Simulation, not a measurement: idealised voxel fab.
Presented below is a process module, voxel self aligned vias.
Section shown: cut. Width: 170 nm. Cell size: 5 nm, square.
Notation: cross-section as square-cell grid; stated in bands, top first, going down; one or more cell rows per band. Read a band's entry like this: the first values are the height of its top and the height of its bottom in nm, and what follows is the sequence of materials from left to right, each with its width in nm. Note that "empty" is empty space, and that a single material marked "edge to edge" reaches across the band from edge to edge. Heights are expressed relative to 0, this being the level below which the as-received wafer comprises one material exclusively. The lowest band is unbounded in the downward direction and is denoted as in "0 down". When a width is written as two numbers, as in "30 to 40", the first number is the width in the top row of cells of the band and the second is the width in its bottom row, and the width changes by the same amount from each row to the next. Reading "everything unchanged" for a step: not a cell of the cross-section changed in it. Closed-off voids of 8+ cells (no open route to the top) go in "Fully sealed cavities", written width x height at distance from the left edge, in nm. On each step's line, the part that comes after the settings is the simulator's own comment on the step. On any step carrying a mask, the "overlay nm" setting, if present on the step's line, tells how far right of its planned place the mask lay; negative values point to the left.

## So here's the lineup of process steps we planned
1. RECEIVE,material Si
2. CONFORMAL_DEP,material SiO2,thk nm 15
3. CONFORMAL_DEP,material SiCN,thk nm 5
4. DIRECTIONAL_DEP,material lowk,thk nm 20
5. PATTERN,tone open,mask id LINES,material resist,width nm 20,pitch nm 50,thk nm 20,overlay nm 0
6. DIRECTIONAL_ETCH,etch materials lowk,depth nm 20
7. STRIP,etch materials resist
8. CONFORMAL_DEP,material TiN,thk nm 5
9. FILL_DEP,material Ru,thk nm 5
10. CMP,height nm 40
11. SELECTIVE_ETCH,etch materials W Ru TiN,depth nm 5
12. FILL_DEP,material SiN,thk nm 10
13. CMP,height nm 40
14. DIRECTIONAL_DEP,material lowk,thk nm 5
15. MASKED_ETCH,tone open,mask id VIAS,width nm 30,etch materials lowk,depth nm 15,overlay nm 0
16. MASKED_ETCH,tone open,mask id VIAS,width nm 30,etch materials SiN,depth nm 5,overlay nm 0
17. CONFORMAL_DEP,material TiN,thk nm 5
18. FILL_DEP,material Ru,thk nm 10
19. CMP,height nm 55
20. CONFORMAL_DEP,material SiN,thk nm 5
Split variable: thk nm, step 14. Plan value = first wafer. Wafers start alike.

## Cross-section of the first of several wafers on receipt, reflecting completion of step 1
  0 down = Si edge to edge
  Fully sealed cavities: none

## Last step of the module is step 20; after it, the first of several wafers in cross-section
  60 to 55 = SiN edge to edge
  55 to 50 = Ru edge to edge
  50 to 45 = 50 TiN, then 20 Ru, then 100 TiN
  45 to 40 = 45 lowk, then 5 TiN, then 20 Ru, then 5 TiN, then 95 lowk
  40 to 35 = 45 lowk, then 30 TiN, then 25 lowk, then 20 SiN, then 50 lowk
  35 to 25 = 45 to 50 lowk, then 10 to 5 TiN, then 10 Ru, then 10 to 5 TiN, then 25 to 30 lowk, then 5 TiN, then 10 Ru, then 5 TiN, then 50 lowk
  25 to 20 = 50 lowk, then 20 TiN, then 30 lowk, then 20 TiN, then 50 lowk
  20 to 15 = SiCN edge to edge
  15 to 0 = SiO2 edge to edge
  0 down = Si edge to edge
  Fully sealed cavities: none

## X-section, last wafer, module end
  60 to 55 = SiN edge to edge
  55 to 40 = lowk edge to edge
  40 to 35 = 50 lowk, then 20 SiN, then 30 lowk, then 20 SiN, then 50 lowk
  35 to 25 = 50 lowk, then 5 TiN, then 10 Ru, then 5 TiN, then 30 lowk, then 5 TiN, then 10 Ru, then 5 TiN, then 50 lowk
  25 to 20 = 50 lowk, then 20 TiN, then 30 lowk, then 20 TiN, then 50 lowk
  20 to 15 = SiCN edge to edge
  15 to 0 = SiO2 edge to edge
  0 down = Si edge to edge
  Fully sealed cavities: none

## Below, a row for every wafer. Read it as the end-of-module picture: for each material the wafer shows its cells gained (+) or lost (-) since it was received, and then its closed voids
thk nm 5; +50 Ru; +34 SiCN; +38 SiN; +102 SiO2; +56 TiN; +128 lowk; Fully sealed cavities: none
thk nm 10; +20 Ru; +34 SiCN; +38 SiN; +102 SiO2; +56 TiN; +158 lowk; Fully sealed cavities: none
thk nm 15; +18 Ru; +34 SiCN; +38 SiN; +102 SiO2; +28 TiN; +188 lowk; Fully sealed cavities: none
thk nm 20; +12 Ru; +34 SiCN; +42 SiN; +102 SiO2; +24 TiN; +194 lowk; Fully sealed cavities: none
thk nm 25; +8 Ru; +34 SiCN; +42 SiN; +102 SiO2; +22 TiN; +200 lowk; Fully sealed cavities: none
thk nm 30; +8 Ru; +34 SiCN; +42 SiN; +102 SiO2; +16 TiN; +206 lowk; Fully sealed cavities: none
